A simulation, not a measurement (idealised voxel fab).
process module | voxel transistor to metal
cross-section cut | 300 nm wide | cells 5 nm
A cross-section is a grid of square cells, given in bands from the top down. A band is one or more rows of cells.
Each band's line starts with the height of the band's top and of its bottom, in nm. Then come its materials from left to right, each with its width in nm. One material with "throughout" fills the band from edge to edge. "air" is empty space.
Height 0 is the level under which the wafer as received is all one material. The lowest band goes on downwards, as in "0 down".
A width such as "30 to 40" changes by the same amount from each row of cells to the next, from the band's top row to its bottom row.
"no change" after a step means that no cell of the cross-section changed.
closed voids: empty space of 8 cells or more with no open way to the top, each as width x height at its distance from the left edge, in nm
after a step's settings: what the simulator itself notes on the step
overlay nm, on a step with a mask: how far to the right of its planned place the mask lay; to the left if negative
plan
1 op RECEIVE | material Si
2 op CONFORMAL_DEP | material SiO2 | thk nm 5
3 op CONFORMAL_DEP | material SiN | thk nm 10
4 op PATTERN | tone cover | mask id ACTIVE | material resist | width nm 100 | pitch nm 125 | thk nm 20 | overlay nm 0
5 op DIRECTIONAL_ETCH | etch materials SiN | depth nm 10
6 op DIRECTIONAL_ETCH | etch materials SiO2 | depth nm 5
7 op DIRECTIONAL_ETCH | etch materials Si | depth nm 20
8 op STRIP | etch materials resist
9 op FILL_DEP | material SiO2 | thk nm 5
10 op CMP | height nm 15
11 op SELECTIVE_ETCH | etch materials SiO2 | depth nm 5
12 op STRIP | etch materials SiN
13 op SELECTIVE_ETCH | etch materials SiO2 | depth nm 5
14 op OXIDIZE | depth nm 5
15 op DIRECTIONAL_DEP | material polySi | thk nm 25
16 op DIRECTIONAL_DEP | material SiCN | thk nm 10
17 op PATTERN | tone cover | mask id GATE | material resist | width nm 20 | pitch nm 125 | thk nm 20 | overlay nm 0
18 op DIRECTIONAL_ETCH | etch materials SiCN | depth nm 20
19 op DIRECTIONAL_ETCH | etch materials polySi | depth nm 35
20 op STRIP | etch materials resist
21 op CONFORMAL_DEP | material SiN | thk nm 10
22 op DIRECTIONAL_ETCH | etch materials SiN | depth nm 10
23 op DIRECTIONAL_ETCH | etch materials SiO2 | depth nm 5
24 op EPI | material nSi | thk nm 5
25 op FILL_DEP | material SiO2 | thk nm 5
26 op CMP | height nm 35
27 op DIRECTIONAL_DEP | material SiO2 | thk nm 10
28 op PATTERN | tone open | mask id CONTACT | material resist | width nm 25 | thk nm 20 | overlay nm 0
29 op DIRECTIONAL_ETCH | etch materials SiO2 | depth nm 45
30 op STRIP | etch materials resist
31 op CONFORMAL_DEP | material TiN | thk nm 5
32 op FILL_DEP | material W | thk nm 5
33 op CMP | height nm 45
34 op DIRECTIONAL_DEP | material TiN | thk nm 5
35 op DIRECTIONAL_DEP | material Ru | thk nm 25
36 op MASKED_ETCH | tone cover | mask id METAL_1 | width nm 15 | etch materials Ru | depth nm 25 | overlay nm 0
37 op MASKED_ETCH | tone cover | mask id METAL_1 | width nm 15 | etch materials TiN | depth nm 5 | overlay nm 0
38 op FILL_DEP | material SiO2 | thk nm 5
39 op CMP | height nm 75
40 op CONFORMAL_DEP | material SiN | thk nm 5
as received, after step 1
  0 down: Si throughout
  closed voids: none
a wafer at the end: this start, this plan, one mistake
  80 to 75: SiN throughout
  75 to 50: SiO2 45 | Ru 15 | SiO2 50 | Ru 15 | SiO2 45 | Ru 15 | SiO2 50 | Ru 15 | SiO2 50
  50 to 45: SiO2 45 | TiN 15 | SiO2 50 | TiN 15 | SiO2 45 | TiN 15 | SiO2 50 | TiN 15 | SiO2 50
  45 to 35: SiO2 45 | TiN 5 | W 15 to 5 | TiN 5 to 15 | SiO2 30 | TiN 5 | W 15 | TiN 5 | SiO2 45 | TiN 5 | W 15 to 5 | TiN 5 to 15 | SiO2 30 | TiN 5 | W 15 | TiN 5 | SiO2 50
  35 to 25: SiO2 45 | TiN 5 | W 5 | TiN 5 | SiN 10 | SiCN 20 | SiN 10 | TiN 5 | W 15 | TiN 5 | SiO2 45 | TiN 5 | W 5 | TiN 5 | SiN 10 | SiCN 20 | SiN 10 | TiN 5 | W 15 | TiN 5 | SiO2 50
  25 to 5: SiO2 45 | TiN 5 | W 5 | TiN 5 | SiN 10 | polySi 20 | SiN 10 | TiN 5 | W 15 | TiN 5 | SiO2 45 | TiN 5 | W 5 | TiN 5 | SiN 10 | polySi 20 | SiN 10 | TiN 5 | W 15 | TiN 5 | SiO2 50
  5 to 0: SiO2 30 | SiN 10 | SiO2 5 | TiN 15 | SiN 10 | polySi 20 | SiN 10 | TiN 25 | SiO2 5 | SiN 10 | SiO2 15 | SiN 10 | SiO2 5 | TiN 15 | SiN 10 | polySi 20 | SiN 10 | TiN 25 | SiO2 5 | SiN 10 | SiO2 35
  0 to -5: SiO2 40 | nSi 20 | SiO2 40 | nSi 30 | SiO2 35 | nSi 20 | SiO2 40 | nSi 30 | SiO2 45
  -5 to -20: SiO2 35 | Si 100 | SiO2 25 | Si 100 | SiO2 40
  -20 down: Si throughout
  closed voids: none
what went wrong: step 17 ran as: op PATTERN | tone cover | mask id GATE | material resist | width nm 20 | pitch nm 125 | thk nm 20 | overlay nm -5
